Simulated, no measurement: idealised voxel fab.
Proc. module: voxel gate over fins
Square cell edge 5 nm, section width 160 nm, ID cut.
For the purposes of this document, a cross-section shall be understood as a grid of square cells, specified as bands listed in top-to-bottom order, each band consisting of one or more rows of cells. Quick guide to a band line: top height, bottom height (nm) up front; then every material left to right with its width in nm. Only one material and it's marked "all across"? Then it fills the band edge to edge. And "blank" just means empty space. Where do heights start? At 0: under that level the wafer as delivered is made of one material only. And the lowest band has no floor; it just carries on downward, as in "0 nm and below". Read "30 to 40" as a graded width: first number on top, second number at the bottom, same change between each pair of neighbouring rows. Take "no change" at face value: in the step it is given for, the cross-section changed in none of its cells. Reported under the label "Fully enclosed voids" are the empty spaces having no open way to the top and comprising 8 cells or more; the notation for each is width x height at distance, in which the distance is measured from the left edge and all three values are in nm. That trailing text on a step's line, after the settings, is the simulator's own remark on the step. overlay nm: on a step with a mask, how far right of its planned place the mask lay; negative means left.

Planned process steps:
step 1: RECEIVE: material Si
step 2: CONFORMAL_DEP: material SiN, thk nm 5
step 3: MASKED_ETCH: tone cover, mask id FINS, width nm 15, pitch nm 40, etch materials SiN, depth nm 5, overlay nm 0
step 4: MASKED_ETCH: tone cover, mask id FINS, width nm 15, pitch nm 40, etch materials Si, depth nm 30, overlay nm 0
step 5: OXIDIZE: depth nm 5
step 6: FILL_DEP: material SiO2, thk nm 15
step 7: CMP: height nm 5
step 8: SELECTIVE_ETCH: etch materials SiO2, depth nm 15
step 9: STRIP: etch materials SiN
step 10: CONFORMAL_DEP: material HfO2, thk nm 5
step 11: CONFORMAL_DEP: material TiN, thk nm 5
step 12: FILL_DEP: material W, thk nm 10
step 13: CMP: height nm 15
step 14: CONFORMAL_DEP: material SiCN, thk nm 10

Cross-section of the wafer upon arrival, representing the state reached after step 1:
0 nm and below  Si all across
Fully enclosed voids: none

End state of the module in cross-section, given the above starting point and plan and one mistake in execution:
25 nm to 15 nm  SiCN all across
15 nm to 10 nm  W all across
10 nm to 5 nm  W=45 / SiN=25 / W=15 / SiN=25 / W=50
5 nm to 0 nm  W=45 / SiN=5 / HfO2=15 / SiN=5 / W=15 / SiN=5 / HfO2=15 / SiN=5 / W=50
0 nm to -5 nm  SiN=50 / HfO2=5 / Si=5 / HfO2=5 / SiN=25 / HfO2=5 / Si=5 / HfO2=5 / SiN=55
-5 nm to -10 nm  HfO2=55 / Si=5 / HfO2=35 / Si=5 / HfO2=60
-10 nm to -35 nm  SiO2=55 / Si=5 / SiO2=35 / Si=5 / SiO2=60
-35 nm and below  Si all across
Fully enclosed voids: none
Finding, execution versus plan: step 11 changed vs plan, executed as CONFORMAL_DEP: material SiN, thk nm 5
